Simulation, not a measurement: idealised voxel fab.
process module | voxel gate over fins
Square cell edge 5 nm, section width 290 nm, ID cut.
Cross-section = grid of square cells, listed top down in bands; band = one or more rows.
Band entry format. Leading values: height of top, height of bottom, nm. Remainder: materials in left-to-right order, each with its width in nm. Special words: "all across" on a single material, which then fills the band edge to edge; "empty", empty space.
Height is counted from the level 0, under which the received wafer is composed throughout of one material. The lowest of the bands is not closed at the bottom but continues downward, in the notation "z 0 and below".
Top row gets the first number, bottom row gets the second, and each row in between changes by the same step: that is how a band width like "30 to 40" works.
What does "nothing altered" mean for a step? It means no cell of the cross-section changed in that step.
This entry, "Voids lacking openings", enumerates those empty regions of no fewer than 8 cells that possess no open connection to the top. Each region is reported in the form width x height at distance, the distance being taken from the left edge, with all three quantities expressed in nm.
Formally, on a step line, whatever follows the settings is a remark that the simulator itself makes on the step.
Each step line may optionally specify "overlay nm", which for a step with a mask gives the rightward distance between the mask's planned place and where it lay, a negative value indicating the leftward direction.

## Set out below are the planned steps of the process
1) RECEIVE | material Si
2) CONFORMAL_DEP | material SiN | thk nm 5
3) PATTERN | tone cover | mask id FINS | material resist | width nm 15 | pitch nm 40 | thk nm 15 | overlay nm 0
4) DIRECTIONAL_ETCH | etch materials SiN | depth nm 5
5) DIRECTIONAL_ETCH | etch materials Si | depth nm 35
6) STRIP | etch materials resist
7) OXIDIZE | depth nm 5
8) FILL_DEP | material SiO2 | thk nm 5
9) CMP | height nm 5
10) SELECTIVE_ETCH | etch materials SiO2 | depth nm 20
11) STRIP | etch materials SiN
12) CONFORMAL_DEP | material HfO2 | thk nm 5
13) CONFORMAL_DEP | material TiN | thk nm 5
14) FILL_DEP | material W | thk nm 15
15) CMP | height nm 20
16) CONFORMAL_DEP | material SiN | thk nm 10

## So, the first of our two wafers, run just as we planned it

## Cross-section, incoming material, after step 1
    z 0 and below | Si all across
    Voids lacking openings: none

## Cross-section through the wafer, step 2 finished
    z 5 to 0 | SiN all across
    Unchanged below 0.

## Cross-section through the wafer, step 3 finished
    z 20 to 5 | 75 empty / 15 resist / 25 empty / 15 resist / 25 empty / 15 resist / 25 empty / 15 resist / 80 empty
    Unchanged below 5.

## Cross-section through the wafer, step 4 finished
    z 20 to 5 | 75 empty / 15 resist / 25 empty / 15 resist / 25 empty / 15 resist / 25 empty / 15 resist / 80 empty
    z 5 to 0 | 75 empty / 15 SiN / 25 empty / 15 SiN / 25 empty / 15 SiN / 25 empty / 15 SiN / 80 empty
    Unchanged below 0.

## Cross-section through the wafer, step 5 finished
    z 20 to 5 | 75 empty / 15 resist / 25 empty / 15 resist / 25 empty / 15 resist / 25 empty / 15 resist / 80 empty
    z 5 to 0 | 75 empty / 15 SiN / 25 empty / 15 SiN / 25 empty / 15 SiN / 25 empty / 15 SiN / 80 empty
    z 0 to -35 | 75 empty / 15 Si / 25 empty / 15 Si / 25 empty / 15 Si / 25 empty / 15 Si / 80 empty
    Unchanged below -35.

## Cross-section through the wafer, step 6 finished
    z 5 to 0 | 75 empty / 15 SiN / 25 empty / 15 SiN / 25 empty / 15 SiN / 25 empty / 15 SiN / 80 empty
    Unchanged below 0.

## Cross-section through the wafer, step 7 finished
    z 5 to 0 | 75 empty / 15 SiN / 25 empty / 15 SiN / 25 empty / 15 SiN / 25 empty / 15 SiN / 80 empty
    z 0 to -35 | 75 empty / 5 SiO2 / 5 Si / 5 SiO2 / 25 empty / 5 SiO2 / 5 Si / 5 SiO2 / 25 empty / 5 SiO2 / 5 Si / 5 SiO2 / 25 empty / 5 SiO2 / 5 Si / 5 SiO2 / 80 empty
    z -35 to -40 | 80 SiO2 / 5 Si / 35 SiO2 / 5 Si / 35 SiO2 / 5 Si / 35 SiO2 / 5 Si / 85 SiO2
    Unchanged below -40.

## Cross-section through the wafer, step 8 finished
    z 10 to 5 | SiO2 all across
    z 5 to 0 | 75 SiO2 / 15 SiN / 25 SiO2 / 15 SiN / 25 SiO2 / 15 SiN / 25 SiO2 / 15 SiN / 80 SiO2
    z 0 to -40 | 80 SiO2 / 5 Si / 35 SiO2 / 5 Si / 35 SiO2 / 5 Si / 35 SiO2 / 5 Si / 85 SiO2
    Unchanged below -40.

## Cross-section through the wafer, step 9 finished
    z 5 to 0 | 75 SiO2 / 15 SiN / 25 SiO2 / 15 SiN / 25 SiO2 / 15 SiN / 25 SiO2 / 15 SiN / 80 SiO2
    Unchanged below 0.

## Cross-section through the wafer, step 10 finished
    z 5 to 0 | 75 empty / 15 SiN / 25 empty / 15 SiN / 25 empty / 15 SiN / 25 empty / 15 SiN / 80 empty
    z 0 to -15 | 80 empty / 5 Si / 35 empty / 5 Si / 35 empty / 5 Si / 35 empty / 5 Si / 85 empty
    Unchanged below -15.

## Cross-section through the wafer, step 11 finished
    z 0 to -15 | 80 empty / 5 Si / 35 empty / 5 Si / 35 empty / 5 Si / 35 empty / 5 Si / 85 empty
    Unchanged below -15.

## Cross-section through the wafer, step 12 finished
    z 5 to 0 | 75 empty / 15 HfO2 / 25 empty / 15 HfO2 / 25 empty / 15 HfO2 / 25 empty / 15 HfO2 / 80 empty
    z 0 to -10 | 75 empty / 5 HfO2 / 5 Si / 5 HfO2 / 25 empty / 5 HfO2 / 5 Si / 5 HfO2 / 25 empty / 5 HfO2 / 5 Si / 5 HfO2 / 25 empty / 5 HfO2 / 5 Si / 5 HfO2 / 80 empty
    z -10 to -15 | 80 HfO2 / 5 Si / 35 HfO2 / 5 Si / 35 HfO2 / 5 Si / 35 HfO2 / 5 Si / 85 HfO2
    Unchanged below -15.

## Cross-section through the wafer, step 13 finished
    z 10 to 5 | 70 empty / 25 TiN / 15 empty / 25 TiN / 15 empty / 25 TiN / 15 empty / 25 TiN / 75 empty
    z 5 to 0 | 70 empty / 5 TiN / 15 HfO2 / 5 TiN / 15 empty / 5 TiN / 15 HfO2 / 5 TiN / 15 empty / 5 TiN / 15 HfO2 / 5 TiN / 15 empty / 5 TiN / 15 HfO2 / 5 TiN / 75 empty
    z 0 to -5 | 70 empty / 5 TiN / 5 HfO2 / 5 Si / 5 HfO2 / 5 TiN / 15 empty / 5 TiN / 5 HfO2 / 5 Si / 5 HfO2 / 5 TiN / 15 empty / 5 TiN / 5 HfO2 / 5 Si / 5 HfO2 / 5 TiN / 15 empty / 5 TiN / 5 HfO2 / 5 Si / 5 HfO2 / 5 TiN / 75 empty
    z -5 to -10 | 75 TiN / 5 HfO2 / 5 Si / 5 HfO2 / 25 TiN / 5 HfO2 / 5 Si / 5 HfO2 / 25 TiN / 5 HfO2 / 5 Si / 5 HfO2 / 25 TiN / 5 HfO2 / 5 Si / 5 HfO2 / 80 TiN
    Unchanged below -10.

## Cross-section through the wafer, step 14 finished
    z 25 to 10 | W all across
    z 10 to 5 | 70 W / 25 TiN / 15 W / 25 TiN / 15 W / 25 TiN / 15 W / 25 TiN / 75 W
    z 5 to 0 | 70 W / 5 TiN / 15 HfO2 / 5 TiN / 15 W / 5 TiN / 15 HfO2 / 5 TiN / 15 W / 5 TiN / 15 HfO2 / 5 TiN / 15 W / 5 TiN / 15 HfO2 / 5 TiN / 75 W
    z 0 to -5 | 70 W / 5 TiN / 5 HfO2 / 5 Si / 5 HfO2 / 5 TiN / 15 W / 5 TiN / 5 HfO2 / 5 Si / 5 HfO2 / 5 TiN / 15 W / 5 TiN / 5 HfO2 / 5 Si / 5 HfO2 / 5 TiN / 15 W / 5 TiN / 5 HfO2 / 5 Si / 5 HfO2 / 5 TiN / 75 W
    Unchanged below -5.

## Cross-section through the wafer, step 15 finished
    z 20 to 10 | W all across
    Unchanged below 10.

## Cross-section through the wafer, step 16 finished
    z 30 to 20 | SiN all across
    Unchanged below 20.

## Companion wafer, the second of two: same beginning, same intended sequence, one mistake in carrying it out; through step 4 inclusive it tracks the first exactly

## The second wafer cut through, at the time step 5 was supposed to be finished
    z 20 to 5 | 75 empty / 15 resist / 25 empty / 15 resist / 25 empty / 15 resist / 25 empty / 15 resist / 80 empty
    z 5 to 0 | 75 empty / 15 SiN / 25 empty / 15 SiN / 25 empty / 15 SiN / 25 empty / 15 SiN / 80 empty
    z 0 to -70 | 75 empty / 15 Si / 25 empty / 15 Si / 25 empty / 15 Si / 25 empty / 15 Si / 80 empty
    Unchanged below -70.

## The second wafer cut through, at the time step 6 was supposed to be finished
    z 5 to 0 | 75 empty / 15 SiN / 25 empty / 15 SiN / 25 empty / 15 SiN / 25 empty / 15 SiN / 80 empty
    Unchanged below 0.

## The second wafer cut through, at the time step 7 was supposed to be finished
    z 5 to 0 | 75 empty / 15 SiN / 25 empty / 15 SiN / 25 empty / 15 SiN / 25 empty / 15 SiN / 80 empty
    z 0 to -70 | 75 empty / 5 SiO2 / 5 Si / 5 SiO2 / 25 empty / 5 SiO2 / 5 Si / 5 SiO2 / 25 empty / 5 SiO2 / 5 Si / 5 SiO2 / 25 empty / 5 SiO2 / 5 Si / 5 SiO2 / 80 empty
    z -70 to -75 | 80 SiO2 / 5 Si / 35 SiO2 / 5 Si / 35 SiO2 / 5 Si / 35 SiO2 / 5 Si / 85 SiO2
    Unchanged below -75.

## The second wafer cut through, at the time step 8 was supposed to be finished
    z 10 to 5 | SiO2 all across
    z 5 to 0 | 75 SiO2 / 15 SiN / 25 SiO2 / 15 SiN / 25 SiO2 / 15 SiN / 25 SiO2 / 15 SiN / 80 SiO2
    z 0 to -75 | 80 SiO2 / 5 Si / 35 SiO2 / 5 Si / 35 SiO2 / 5 Si / 35 SiO2 / 5 Si / 85 SiO2
    Unchanged below -75.

## The second wafer cut through, at the time step 9 was supposed to be finished
    z 5 to 0 | 75 SiO2 / 15 SiN / 25 SiO2 / 15 SiN / 25 SiO2 / 15 SiN / 25 SiO2 / 15 SiN / 80 SiO2
    Unchanged below 0.

## The second wafer cut through, at the time step 10 was supposed to be finished
    z 5 to 0 | 75 empty / 15 SiN / 25 empty / 15 SiN / 25 empty / 15 SiN / 25 empty / 15 SiN / 80 empty
    z 0 to -15 | 80 empty / 5 Si / 35 empty / 5 Si / 35 empty / 5 Si / 35 empty / 5 Si / 85 empty
    Unchanged below -15.

## The second wafer cut through, at the time step 11 was supposed to be finished
    z 0 to -15 | 80 empty / 5 Si / 35 empty / 5 Si / 35 empty / 5 Si / 35 empty / 5 Si / 85 empty
    Unchanged below -15.

## The second wafer cut through, at the time step 12 was supposed to be finished
    z 5 to 0 | 75 empty / 15 HfO2 / 25 empty / 15 HfO2 / 25 empty / 15 HfO2 / 25 empty / 15 HfO2 / 80 empty
    z 0 to -10 | 75 empty / 5 HfO2 / 5 Si / 5 HfO2 / 25 empty / 5 HfO2 / 5 Si / 5 HfO2 / 25 empty / 5 HfO2 / 5 Si / 5 HfO2 / 25 empty / 5 HfO2 / 5 Si / 5 HfO2 / 80 empty
    z -10 to -15 | 80 HfO2 / 5 Si / 35 HfO2 / 5 Si / 35 HfO2 / 5 Si / 35 HfO2 / 5 Si / 85 HfO2
    Unchanged below -15.

## The second wafer cut through, at the time step 13 was supposed to be finished
    z 10 to 5 | 70 empty / 25 TiN / 15 empty / 25 TiN / 15 empty / 25 TiN / 15 empty / 25 TiN / 75 empty
    z 5 to 0 | 70 empty / 5 TiN / 15 HfO2 / 5 TiN / 15 empty / 5 TiN / 15 HfO2 / 5 TiN / 15 empty / 5 TiN / 15 HfO2 / 5 TiN / 15 empty / 5 TiN / 15 HfO2 / 5 TiN / 75 empty
    z 0 to -5 | 70 empty / 5 TiN / 5 HfO2 / 5 Si / 5 HfO2 / 5 TiN / 15 empty / 5 TiN / 5 HfO2 / 5 Si / 5 HfO2 / 5 TiN / 15 empty / 5 TiN / 5 HfO2 / 5 Si / 5 HfO2 / 5 TiN / 15 empty / 5 TiN / 5 HfO2 / 5 Si / 5 HfO2 / 5 TiN / 75 empty
    z -5 to -10 | 75 TiN / 5 HfO2 / 5 Si / 5 HfO2 / 25 TiN / 5 HfO2 / 5 Si / 5 HfO2 / 25 TiN / 5 HfO2 / 5 Si / 5 HfO2 / 25 TiN / 5 HfO2 / 5 Si / 5 HfO2 / 80 TiN
    Unchanged below -10.

## The second wafer cut through, at the time step 14 was supposed to be finished
    z 25 to 10 | W all across
    z 10 to 5 | 70 W / 25 TiN / 15 W / 25 TiN / 15 W / 25 TiN / 15 W / 25 TiN / 75 W
    z 5 to 0 | 70 W / 5 TiN / 15 HfO2 / 5 TiN / 15 W / 5 TiN / 15 HfO2 / 5 TiN / 15 W / 5 TiN / 15 HfO2 / 5 TiN / 15 W / 5 TiN / 15 HfO2 / 5 TiN / 75 W
    z 0 to -5 | 70 W / 5 TiN / 5 HfO2 / 5 Si / 5 HfO2 / 5 TiN / 15 W / 5 TiN / 5 HfO2 / 5 Si / 5 HfO2 / 5 TiN / 15 W / 5 TiN / 5 HfO2 / 5 Si / 5 HfO2 / 5 TiN / 15 W / 5 TiN / 5 HfO2 / 5 Si / 5 HfO2 / 5 TiN / 75 W
    Unchanged below -5.

## The second wafer cut through, at the time step 15 was supposed to be finished
    z 20 to 10 | W all across
    Unchanged below 10.

## The second wafer cut through, at the time step 16 was supposed to be finished
    z 30 to 20 | SiN all across
    Unchanged below 20.
Finding, execution versus plan: it should be noted that step 5 of the plan was executed twice
Counted in cells at the end, the second wafer holds more or fewer of these materials than the first: Si -378; SiO2 +378
